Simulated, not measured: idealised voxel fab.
You're looking at the process module voxel transistor to metal.
Cross-section cut spans 160 nm and uses square cells 5 nm in size.
A cross-section in this document is a grid of square cells, and it is written down as bands, the top band listed before the ones below it; a band is made up of one or more rows of cells.
The entry gives the band's vertical extent as a top height and a bottom height in nm, then its horizontal make-up as materials from left to right, each with a width in nm. "air" stands for empty space; a single material marked "all across" fills the band edge to edge.
For the purposes of this specification, 0 denotes the height below which the wafer in its as-received condition is composed wholly of one material, and the lowermost band, lacking a lower limit, extends downward without end, as expressed in "0 down".
A two-number width, for instance "30 to 40", indicates that the width is equal to the first number in the top row of the band and to the second number in the bottom row, and that it changes by a constant amount per row of cells.
You'll sometimes find "no modifications" written for a step, and that's the way of saying that nowhere in the cross-section did a cell change during that step.
"Fully closed voids" - sealed voids, min. 8 cells, no opening to top; format: width x height at distance (distance from left edge; nm throughout).
The remark found on a step's line after its settings is issued by the simulator itself and pertains to that step.
When a step includes a mask, the "overlay nm" setting on its line states how far to the right of its planned place that mask lay, and negative values state how far to the left.

### Planned step list for the process
1 RECEIVE (material Si)
2 CONFORMAL_DEP (material SiO2; thk nm 5)
3 CONFORMAL_DEP (material SiN; thk nm 15)
4 DIRECTIONAL_DEP (material aC; thk nm 10)
5 PATTERN (tone cover; mask id ACTIVE; material resist; width nm 90; thk nm 30; overlay nm 0)
6 DIRECTIONAL_ETCH (etch materials aC; depth nm 10)
7 STRIP (etch materials resist)
8 DIRECTIONAL_ETCH (etch materials SiN; depth nm 15)
9 DIRECTIONAL_ETCH (etch materials SiO2; depth nm 5)
10 DIRECTIONAL_ETCH (etch materials Si; depth nm 35)
11 STRIP (etch materials aC)
12 FILL_DEP (material SiO2; thk nm 5)
13 CMP (height nm 20)
14 SELECTIVE_ETCH (etch materials SiO2; depth nm 10)
15 STRIP (etch materials SiN)
16 SELECTIVE_ETCH (etch materials SiO2; depth nm 5)
17 OXIDIZE (depth nm 5)
18 DIRECTIONAL_DEP (material polySi; thk nm 20)
19 DIRECTIONAL_DEP (material SiCN; thk nm 10)
20 PATTERN (tone cover; mask id GATE; material resist; width nm 20; thk nm 20; overlay nm 0)
21 DIRECTIONAL_ETCH (etch materials SiCN; depth nm 20)
22 DIRECTIONAL_ETCH (etch materials polySi; depth nm 30)
23 STRIP (etch materials resist)
24 CONFORMAL_DEP (material SiN; thk nm 5)
25 DIRECTIONAL_ETCH (etch materials SiN; depth nm 5)
26 DIRECTIONAL_ETCH (etch materials SiO2; depth nm 5)
27 DIRECTIONAL_ETCH (etch materials Si; depth nm 10)
28 EPI (material SiGe; thk nm 10)
29 FILL_DEP (material SiO2; thk nm 10)
30 CMP (height nm 30)
31 DIRECTIONAL_DEP (material SiO2; thk nm 15)
32 MASKED_ETCH (tone open; mask id CONTACT; width nm 15; pitch nm 65; etch materials SiO2; depth nm 50; overlay nm 0)
33 CONFORMAL_DEP (material TiN; thk nm 5)
34 FILL_DEP (material W; thk nm 5)
35 CMP (height nm 45)
36 DIRECTIONAL_DEP (material TiN; thk nm 5)
37 DIRECTIONAL_DEP (material Ru; thk nm 15)
38 MASKED_ETCH (tone cover; mask id METAL_1; width nm 15; pitch nm 65; etch materials Ru; depth nm 15; overlay nm 0)
39 MASKED_ETCH (tone cover; mask id METAL_1; width nm 15; pitch nm 65; etch materials TiN; depth nm 5; overlay nm 0)
40 FILL_DEP (material lowk; thk nm 5)
41 CMP (height nm 65)
42 CONFORMAL_DEP (material SiCN; thk nm 5)
43 DIRECTIONAL_DEP (material lowk; thk nm 25)
44 MASKED_ETCH (tone open; mask id METAL_2; width nm 15; pitch nm 65; etch materials lowk; depth nm 15; overlay nm 0)
45 PATTERN (tone open; mask id METAL_2_HOLES; material resist; width nm 15; pitch nm 65; thk nm 20; overlay nm 0)
46 DIRECTIONAL_ETCH (etch materials lowk; depth nm 10)
47 DIRECTIONAL_ETCH (etch materials SiCN; depth nm 5)
48 STRIP (etch materials resist)
49 CONFORMAL_DEP (material TiN; thk nm 5)
50 FILL_DEP (material Cu; thk nm 10)
51 CMP (height nm 95)
52 CONFORMAL_DEP (material SiCN; thk nm 5)

### First wafer, two in total, run as planned

### So this is the incoming wafer in cross-section - it's already been through step 1
	0 down | Si all across
	Fully closed voids: none

### You're looking at a cross-section of the wafer after step 2
	5 to 0 | SiO2 all across
	Everything under 0 stays put, no change at all.

### You're looking at a cross-section of the wafer after step 3
	20 to 5 | SiN all across
	Everything under 5 stays put, no change at all.

### You're looking at a cross-section of the wafer after step 4
	30 to 20 | aC all across
	Everything under 20 stays put, no change at all.

### You're looking at a cross-section of the wafer after step 5
	60 to 30 | 35 air, then 90 resist, then 35 air
	Everything under 30 stays put, no change at all.

### You're looking at a cross-section of the wafer after step 6
	50 to 30 | 35 air, then 90 resist, then 35 air
	30 to 20 | 35 air, then 90 aC, then 35 air
	Everything under 20 stays put, no change at all.

### You're looking at a cross-section of the wafer after step 7
	30 to 20 | 35 air, then 90 aC, then 35 air
	Everything under 20 stays put, no change at all.

### You're looking at a cross-section of the wafer after step 8
	30 to 20 | 35 air, then 90 aC, then 35 air
	20 to 5 | 35 air, then 90 SiN, then 35 air
	Everything under 5 stays put, no change at all.

### You're looking at a cross-section of the wafer after step 9
	30 to 20 | 35 air, then 90 aC, then 35 air
	20 to 5 | 35 air, then 90 SiN, then 35 air
	5 to 0 | 35 air, then 90 SiO2, then 35 air
	Everything under 0 stays put, no change at all.

### You're looking at a cross-section of the wafer after step 10
	30 to 20 | 35 air, then 90 aC, then 35 air
	20 to 5 | 35 air, then 90 SiN, then 35 air
	5 to 0 | 35 air, then 90 SiO2, then 35 air
	0 to -35 | 35 air, then 90 Si, then 35 air
	Everything under -35 stays put, no change at all.

### You're looking at a cross-section of the wafer after step 11
	20 to 5 | 35 air, then 90 SiN, then 35 air
	Everything under 5 stays put, no change at all.

### You're looking at a cross-section of the wafer after step 12
	25 to 20 | SiO2 all across
	20 to 5 | 35 SiO2, then 90 SiN, then 35 SiO2
	5 to 0 | SiO2 all across
	0 to -35 | 35 SiO2, then 90 Si, then 35 SiO2
	Everything under -35 stays put, no change at all.

### You're looking at a cross-section of the wafer after step 13
	20 to 5 | 35 SiO2, then 90 SiN, then 35 SiO2
	Everything under 5 stays put, no change at all.

### You're looking at a cross-section of the wafer after step 14
	20 to 10 | 35 air, then 90 SiN, then 35 air
	Everything under 10 stays put, no change at all.

### You're looking at a cross-section of the wafer after step 15
	10 to 5 | 35 SiO2, then 90 air, then 35 SiO2
	Everything under 5 stays put, no change at all.

### You're looking at a cross-section of the wafer after step 16
	5 to 0 | 30 SiO2, then 100 air, then 30 SiO2
	Everything under 0 stays put, no change at all.

### You're looking at a cross-section of the wafer after step 17
	5 to 0 | 30 SiO2, then 100 air, then 30 SiO2
	0 to -5 | SiO2 all across
	Everything under -5 stays put, no change at all.

### You're looking at a cross-section of the wafer after step 18
	25 to 20 | 30 polySi, then 100 air, then 30 polySi
	20 to 5 | polySi all across
	5 to 0 | 30 SiO2, then 100 polySi, then 30 SiO2
	Everything under 0 stays put, no change at all.

### You're looking at a cross-section of the wafer after step 19
	35 to 30 | 30 SiCN, then 100 air, then 30 SiCN
	30 to 25 | SiCN all across
	25 to 20 | 30 polySi, then 100 SiCN, then 30 polySi
	Everything under 20 stays put, no change at all.

### You're looking at a cross-section of the wafer after step 20
	55 to 35 | 70 air, then 20 resist, then 70 air
	35 to 30 | 30 SiCN, then 40 air, then 20 resist, then 40 air, then 30 SiCN
	Everything under 30 stays put, no change at all.

### You're looking at a cross-section of the wafer after step 21
	55 to 30 | 70 air, then 20 resist, then 70 air
	30 to 25 | 70 air, then 20 SiCN, then 70 air
	25 to 20 | 30 polySi, then 40 air, then 20 SiCN, then 40 air, then 30 polySi
	Everything under 20 stays put, no change at all.

### You're looking at a cross-section of the wafer after step 22
	55 to 30 | 70 air, then 20 resist, then 70 air
	30 to 20 | 70 air, then 20 SiCN, then 70 air
	20 to 5 | 70 air, then 20 polySi, then 70 air
	5 to 0 | 30 SiO2, then 40 air, then 20 polySi, then 40 air, then 30 SiO2
	Everything under 0 stays put, no change at all.

### You're looking at a cross-section of the wafer after step 23
	30 to 20 | 70 air, then 20 SiCN, then 70 air
	Everything under 20 stays put, no change at all.

### You're looking at a cross-section of the wafer after step 24
	35 to 30 | 65 air, then 30 SiN, then 65 air
	30 to 20 | 65 air, then 5 SiN, then 20 SiCN, then 5 SiN, then 65 air
	20 to 10 | 65 air, then 5 SiN, then 20 polySi, then 5 SiN, then 65 air
	10 to 5 | 35 SiN, then 30 air, then 5 SiN, then 20 polySi, then 5 SiN, then 30 air, then 35 SiN
	5 to 0 | 30 SiO2, then 40 SiN, then 20 polySi, then 40 SiN, then 30 SiO2
	Everything under 0 stays put, no change at all.

### You're looking at a cross-section of the wafer after step 25
	30 to 20 | 65 air, then 5 SiN, then 20 SiCN, then 5 SiN, then 65 air
	20 to 5 | 65 air, then 5 SiN, then 20 polySi, then 5 SiN, then 65 air
	5 to 0 | 30 SiO2, then 5 SiN, then 30 air, then 5 SiN, then 20 polySi, then 5 SiN, then 30 air, then 5 SiN, then 30 SiO2
	Everything under 0 stays put, no change at all.

### You're looking at a cross-section of the wafer after step 26
	30 to 20 | 65 air, then 5 SiN, then 20 SiCN, then 5 SiN, then 65 air
	20 to 5 | 65 air, then 5 SiN, then 20 polySi, then 5 SiN, then 65 air
	5 to 0 | 30 air, then 5 SiN, then 30 air, then 5 SiN, then 20 polySi, then 5 SiN, then 30 air, then 5 SiN, then 30 air
	0 to -5 | 35 SiO2, then 30 air, then 30 SiO2, then 30 air, then 35 SiO2
	Everything under -5 stays put, no change at all.

### You're looking at a cross-section of the wafer after step 27
	30 to 20 | 65 air, then 5 SiN, then 20 SiCN, then 5 SiN, then 65 air
	20 to 5 | 65 air, then 5 SiN, then 20 polySi, then 5 SiN, then 65 air
	5 to 0 | 30 air, then 5 SiN, then 30 air, then 5 SiN, then 20 polySi, then 5 SiN, then 30 air, then 5 SiN, then 30 air
	0 to -5 | 35 SiO2, then 30 air, then 30 SiO2, then 30 air, then 35 SiO2
	-5 to -15 | 35 SiO2, then 30 air, then 30 Si, then 30 air, then 35 SiO2
	Everything under -15 stays put, no change at all.

### You're looking at a cross-section of the wafer after step 28
	30 to 20 | 65 air, then 5 SiN, then 20 SiCN, then 5 SiN, then 65 air
	20 to 5 | 65 air, then 5 SiN, then 20 polySi, then 5 SiN, then 65 air
	5 to 0 | 30 air, then 5 SiN, then 20 air, then 10 SiGe, then 5 SiN, then 20 polySi, then 5 SiN, then 10 SiGe, then 20 air, then 5 SiN, then 30 air
	0 to -5 | 35 SiO2, then 20 air, then 10 SiGe, then 30 SiO2, then 10 SiGe, then 20 air, then 35 SiO2
	-5 to -15 | 35 SiO2, then 30 SiGe, then 30 Si, then 30 SiGe, then 35 SiO2
	Everything under -15 stays put, no change at all.

### You're looking at a cross-section of the wafer after step 29
	40 to 30 | SiO2 all across
	30 to 20 | 65 SiO2, then 5 SiN, then 20 SiCN, then 5 SiN, then 65 SiO2
	20 to 5 | 65 SiO2, then 5 SiN, then 20 polySi, then 5 SiN, then 65 SiO2
	5 to 0 | 30 SiO2, then 5 SiN, then 20 SiO2, then 10 SiGe, then 5 SiN, then 20 polySi, then 5 SiN, then 10 SiGe, then 20 SiO2, then 5 SiN, then 30 SiO2
	0 to -5 | 55 SiO2, then 10 SiGe, then 30 SiO2, then 10 SiGe, then 55 SiO2
	Everything under -5 stays put, no change at all.

### You're looking at a cross-section of the wafer after step 30
	30 to 20 | 65 SiO2, then 5 SiN, then 20 SiCN, then 5 SiN, then 65 SiO2
	Everything under 20 stays put, no change at all.

### You're looking at a cross-section of the wafer after step 31
	45 to 30 | SiO2 all across
	Everything under 30 stays put, no change at all.

### You're looking at a cross-section of the wafer after step 32
	45 to 30 | 40 SiO2, then 15 air, then 50 SiO2, then 15 air, then 40 SiO2
	30 to 20 | 40 SiO2, then 15 air, then 10 SiO2, then 5 SiN, then 20 SiCN, then 5 SiN, then 10 SiO2, then 15 air, then 40 SiO2
	20 to 5 | 40 SiO2, then 15 air, then 10 SiO2, then 5 SiN, then 20 polySi, then 5 SiN, then 10 SiO2, then 15 air, then 40 SiO2
	5 to 0 | 30 SiO2, then 5 SiN, then 5 SiO2, then 15 air, then 10 SiGe, then 5 SiN, then 20 polySi, then 5 SiN, then 10 SiGe, then 15 air, then 5 SiO2, then 5 SiN, then 30 SiO2
	0 to -5 | 40 SiO2, then 15 air, then 10 SiGe, then 30 SiO2, then 10 SiGe, then 15 air, then 40 SiO2
	Everything under -5 stays put, no change at all.

### You're looking at a cross-section of the wafer after step 33
	50 to 45 | 45 TiN, then 5 air, then 60 TiN, then 5 air, then 45 TiN
	45 to 30 | 40 SiO2, then 5 TiN, then 5 air, then 5 TiN, then 50 SiO2, then 5 TiN, then 5 air, then 5 TiN, then 40 SiO2
	30 to 20 | 40 SiO2, then 5 TiN, then 5 air, then 5 TiN, then 10 SiO2, then 5 SiN, then 20 SiCN, then 5 SiN, then 10 SiO2, then 5 TiN, then 5 air, then 5 TiN, then 40 SiO2
	20 to 5 | 40 SiO2, then 5 TiN, then 5 air, then 5 TiN, then 10 SiO2, then 5 SiN, then 20 polySi, then 5 SiN, then 10 SiO2, then 5 TiN, then 5 air, then 5 TiN, then 40 SiO2
	5 to 0 | 30 SiO2, then 5 SiN, then 5 SiO2, then 5 TiN, then 5 air, then 5 TiN, then 10 SiGe, then 5 SiN, then 20 polySi, then 5 SiN, then 10 SiGe, then 5 TiN, then 5 air, then 5 TiN, then 5 SiO2, then 5 SiN, then 30 SiO2
	0 to -5 | 40 SiO2, then 15 TiN, then 10 SiGe, then 30 SiO2, then 10 SiGe, then 15 TiN, then 40 SiO2
	Everything under -5 stays put, no change at all.

### You're looking at a cross-section of the wafer after step 34
	55 to 50 | W all across
	50 to 45 | 45 TiN, then 5 W, then 60 TiN, then 5 W, then 45 TiN
	45 to 30 | 40 SiO2, then 5 TiN, then 5 W, then 5 TiN, then 50 SiO2, then 5 TiN, then 5 W, then 5 TiN, then 40 SiO2
	30 to 20 | 40 SiO2, then 5 TiN, then 5 W, then 5 TiN, then 10 SiO2, then 5 SiN, then 20 SiCN, then 5 SiN, then 10 SiO2, then 5 TiN, then 5 W, then 5 TiN, then 40 SiO2
	20 to 5 | 40 SiO2, then 5 TiN, then 5 W, then 5 TiN, then 10 SiO2, then 5 SiN, then 20 polySi, then 5 SiN, then 10 SiO2, then 5 TiN, then 5 W, then 5 TiN, then 40 SiO2
	5 to 0 | 30 SiO2, then 5 SiN, then 5 SiO2, then 5 TiN, then 5 W, then 5 TiN, then 10 SiGe, then 5 SiN, then 20 polySi, then 5 SiN, then 10 SiGe, then 5 TiN, then 5 W, then 5 TiN, then 5 SiO2, then 5 SiN, then 30 SiO2
	Everything under 0 stays put, no change at all.

### You're looking at a cross-section of the wafer after step 35
	45 to 30 | 40 SiO2, then 5 TiN, then 5 W, then 5 TiN, then 50 SiO2, then 5 TiN, then 5 W, then 5 TiN, then 40 SiO2
	Everything under 30 stays put, no change at all.

### You're looking at a cross-section of the wafer after step 36
	50 to 45 | TiN all across
	Everything under 45 stays put, no change at all.

### You're looking at a cross-section of the wafer after step 37
	65 to 50 | Ru all across
	Everything under 50 stays put, no change at all.

### You're looking at a cross-section of the wafer after step 38
	65 to 50 | 40 air, then 15 Ru, then 50 air, then 15 Ru, then 40 air
	Everything under 50 stays put, no change at all.

### You're looking at a cross-section of the wafer after step 39
	65 to 50 | 40 air, then 15 Ru, then 50 air, then 15 Ru, then 40 air
	50 to 45 | 40 air, then 15 TiN, then 50 air, then 15 TiN, then 40 air
	Everything under 45 stays put, no change at all.

### You're looking at a cross-section of the wafer after step 40
	70 to 65 | lowk all across
	65 to 50 | 40 lowk, then 15 Ru, then 50 lowk, then 15 Ru, then 40 lowk
	50 to 45 | 40 lowk, then 15 TiN, then 50 lowk, then 15 TiN, then 40 lowk
	Everything under 45 stays put, no change at all.

### You're looking at a cross-section of the wafer after step 41
	65 to 50 | 40 lowk, then 15 Ru, then 50 lowk, then 15 Ru, then 40 lowk
	Everything under 50 stays put, no change at all.

### You're looking at a cross-section of the wafer after step 42
	70 to 65 | SiCN all across
	Everything under 65 stays put, no change at all.

### You're looking at a cross-section of the wafer after step 43
	95 to 70 | lowk all across
	Everything under 70 stays put, no change at all.

### You're looking at a cross-section of the wafer after step 44
	95 to 80 | 40 lowk, then 15 air, then 50 lowk, then 15 air, then 40 lowk
	Everything under 80 stays put, no change at all.

### You're looking at a cross-section of the wafer after step 45
	115 to 95 | 40 resist, then 15 air, then 50 resist, then 15 air, then 40 resist
	Everything under 95 stays put, no change at all.

### You're looking at a cross-section of the wafer after step 46
	115 to 95 | 40 resist, then 15 air, then 50 resist, then 15 air, then 40 resist
	95 to 70 | 40 lowk, then 15 air, then 50 lowk, then 15 air, then 40 lowk
	Everything under 70 stays put, no change at all.

### You're looking at a cross-section of the wafer after step 47
	115 to 95 | 40 resist, then 15 air, then 50 resist, then 15 air, then 40 resist
	95 to 70 | 40 lowk, then 15 air, then 50 lowk, then 15 air, then 40 lowk
	70 to 65 | 40 SiCN, then 15 air, then 50 SiCN, then 15 air, then 40 SiCN
	Everything under 65 stays put, no change at all.

### You're looking at a cross-section of the wafer after step 48
	95 to 70 | 40 lowk, then 15 air, then 50 lowk, then 15 air, then 40 lowk
	Everything under 70 stays put, no change at all.

### You're looking at a cross-section of the wafer after step 49
	100 to 95 | 45 TiN, then 5 air, then 60 TiN, then 5 air, then 45 TiN
	95 to 70 | 40 lowk, then 5 TiN, then 5 air, then 5 TiN, then 50 lowk, then 5 TiN, then 5 air, then 5 TiN, then 40 lowk
	70 to 65 | 40 SiCN, then 15 TiN, then 50 SiCN, then 15 TiN, then 40 SiCN
	Everything under 65 stays put, no change at all.

### You're looking at a cross-section of the wafer after step 50
	110 to 100 | Cu all across
	100 to 95 | 45 TiN, then 5 Cu, then 60 TiN, then 5 Cu, then 45 TiN
	95 to 70 | 40 lowk, then 5 TiN, then 5 Cu, then 5 TiN, then 50 lowk, then 5 TiN, then 5 Cu, then 5 TiN, then 40 lowk
	Everything under 70 stays put, no change at all.

### You're looking at a cross-section of the wafer after step 51
	95 to 70 | 40 lowk, then 5 TiN, then 5 Cu, then 5 TiN, then 50 lowk, then 5 TiN, then 5 Cu, then 5 TiN, then 40 lowk
	Everything under 70 stays put, no change at all.

### You're looking at a cross-section of the wafer after step 52
	100 to 95 | SiCN all across
	Everything under 95 stays put, no change at all.

### Here the second wafer is described. Its start and its plan were those of the first wafer. Its run contained one mistake. Up to and including step 32, it did exactly what the first wafer did

### Second wafer cross-section, taken as of the time the plan sets for step 33 to be done
	50 to 30 | 45 SiO2, then 5 air, then 60 SiO2, then 5 air, then 45 SiO2
	30 to 20 | 45 SiO2, then 5 air, then 15 SiO2, then 5 SiN, then 20 SiCN, then 5 SiN, then 15 SiO2, then 5 air, then 45 SiO2
	20 to 5 | 45 SiO2, then 5 air, then 15 SiO2, then 5 SiN, then 20 polySi, then 5 SiN, then 15 SiO2, then 5 air, then 45 SiO2
	5 to 0 | 30 SiO2, then 5 SiN, then 10 SiO2, then 5 air, then 5 SiO2, then 10 SiGe, then 5 SiN, then 20 polySi, then 5 SiN, then 10 SiGe, then 5 SiO2, then 5 air, then 10 SiO2, then 5 SiN, then 30 SiO2
	0 to -5 | 55 SiO2, then 10 SiGe, then 30 SiO2, then 10 SiGe, then 55 SiO2
	Everything under -5 stays put, no change at all.

### Second wafer cross-section, taken as of the time the plan sets for step 34 to be done
	55 to 50 | W all across
	50 to 30 | 45 SiO2, then 5 W, then 60 SiO2, then 5 W, then 45 SiO2
	30 to 20 | 45 SiO2, then 5 W, then 15 SiO2, then 5 SiN, then 20 SiCN, then 5 SiN, then 15 SiO2, then 5 W, then 45 SiO2
	20 to 5 | 45 SiO2, then 5 W, then 15 SiO2, then 5 SiN, then 20 polySi, then 5 SiN, then 15 SiO2, then 5 W, then 45 SiO2
	5 to 0 | 30 SiO2, then 5 SiN, then 10 SiO2, then 5 W, then 5 SiO2, then 10 SiGe, then 5 SiN, then 20 polySi, then 5 SiN, then 10 SiGe, then 5 SiO2, then 5 W, then 10 SiO2, then 5 SiN, then 30 SiO2
	Everything under 0 stays put, no change at all.

### Second wafer cross-section, taken as of the time the plan sets for step 35 to be done
	45 to 30 | 45 SiO2, then 5 W, then 60 SiO2, then 5 W, then 45 SiO2
	Everything under 30 stays put, no change at all.

### Second wafer cross-section, taken as of the time the plan sets for step 36 to be done
	50 to 45 | TiN all across
	Everything under 45 stays put, no change at all.

### Second wafer cross-section, taken as of the time the plan sets for step 37 to be done
	65 to 50 | Ru all across
	Everything under 50 stays put, no change at all.

### Second wafer cross-section, taken as of the time the plan sets for step 38 to be done
	65 to 50 | 40 air, then 15 Ru, then 50 air, then 15 Ru, then 40 air
	Everything under 50 stays put, no change at all.

### Second wafer cross-section, taken as of the time the plan sets for step 39 to be done
	65 to 50 | 40 air, then 15 Ru, then 50 air, then 15 Ru, then 40 air
	50 to 45 | 40 air, then 15 TiN, then 50 air, then 15 TiN, then 40 air
	Everything under 45 stays put, no change at all.

### Second wafer cross-section, taken as of the time the plan sets for step 40 to be done
	70 to 65 | lowk all across
	65 to 50 | 40 lowk, then 15 Ru, then 50 lowk, then 15 Ru, then 40 lowk
	50 to 45 | 40 lowk, then 15 TiN, then 50 lowk, then 15 TiN, then 40 lowk
	Everything under 45 stays put, no change at all.

### Second wafer cross-section, taken as of the time the plan sets for step 41 to be done
	65 to 50 | 40 lowk, then 15 Ru, then 50 lowk, then 15 Ru, then 40 lowk
	Everything under 50 stays put, no change at all.

### Second wafer cross-section, taken as of the time the plan sets for step 42 to be done
	70 to 65 | SiCN all across
	Everything under 65 stays put, no change at all.

### Second wafer cross-section, taken as of the time the plan sets for step 43 to be done
	95 to 70 | lowk all across
	Everything under 70 stays put, no change at all.

### Second wafer cross-section, taken as of the time the plan sets for step 44 to be done
	95 to 80 | 40 lowk, then 15 air, then 50 lowk, then 15 air, then 40 lowk
	Everything under 80 stays put, no change at all.

### Second wafer cross-section, taken as of the time the plan sets for step 45 to be done
	115 to 95 | 40 resist, then 15 air, then 50 resist, then 15 air, then 40 resist
	Everything under 95 stays put, no change at all.

### Second wafer cross-section, taken as of the time the plan sets for step 46 to be done
	115 to 95 | 40 resist, then 15 air, then 50 resist, then 15 air, then 40 resist
	95 to 70 | 40 lowk, then 15 air, then 50 lowk, then 15 air, then 40 lowk
	Everything under 70 stays put, no change at all.

### Second wafer cross-section, taken as of the time the plan sets for step 47 to be done
	115 to 95 | 40 resist, then 15 air, then 50 resist, then 15 air, then 40 resist
	95 to 70 | 40 lowk, then 15 air, then 50 lowk, then 15 air, then 40 lowk
	70 to 65 | 40 SiCN, then 15 air, then 50 SiCN, then 15 air, then 40 SiCN
	Everything under 65 stays put, no change at all.

### Second wafer cross-section, taken as of the time the plan sets for step 48 to be done
	95 to 70 | 40 lowk, then 15 air, then 50 lowk, then 15 air, then 40 lowk
	Everything under 70 stays put, no change at all.

### Second wafer cross-section, taken as of the time the plan sets for step 49 to be done
	100 to 95 | 45 TiN, then 5 air, then 60 TiN, then 5 air, then 45 TiN
	95 to 70 | 40 lowk, then 5 TiN, then 5 air, then 5 TiN, then 50 lowk, then 5 TiN, then 5 air, then 5 TiN, then 40 lowk
	70 to 65 | 40 SiCN, then 15 TiN, then 50 SiCN, then 15 TiN, then 40 SiCN
	Everything under 65 stays put, no change at all.

### Second wafer cross-section, taken as of the time the plan sets for step 50 to be done
	110 to 100 | Cu all across
	100 to 95 | 45 TiN, then 5 Cu, then 60 TiN, then 5 Cu, then 45 TiN
	95 to 70 | 40 lowk, then 5 TiN, then 5 Cu, then 5 TiN, then 50 lowk, then 5 TiN, then 5 Cu, then 5 TiN, then 40 lowk
	Everything under 70 stays put, no change at all.

### Second wafer cross-section, taken as of the time the plan sets for step 51 to be done
	95 to 70 | 40 lowk, then 5 TiN, then 5 Cu, then 5 TiN, then 50 lowk, then 5 TiN, then 5 Cu, then 5 TiN, then 40 lowk
	Everything under 70 stays put, no change at all.

### Second wafer cross-section, taken as of the time the plan sets for step 52 to be done
	100 to 95 | SiCN all across
	Everything under 95 stays put, no change at all.
Heads up, the wafer didn't run the way we planned it: step 33 went in with a setting other than planned; the actual run was CONFORMAL_DEP (material SiO2; thk nm 5)
Count the cells at the end and the second wafer has more or fewer of some materials than the first: 42 more of SiO2, 42 fewer of TiN
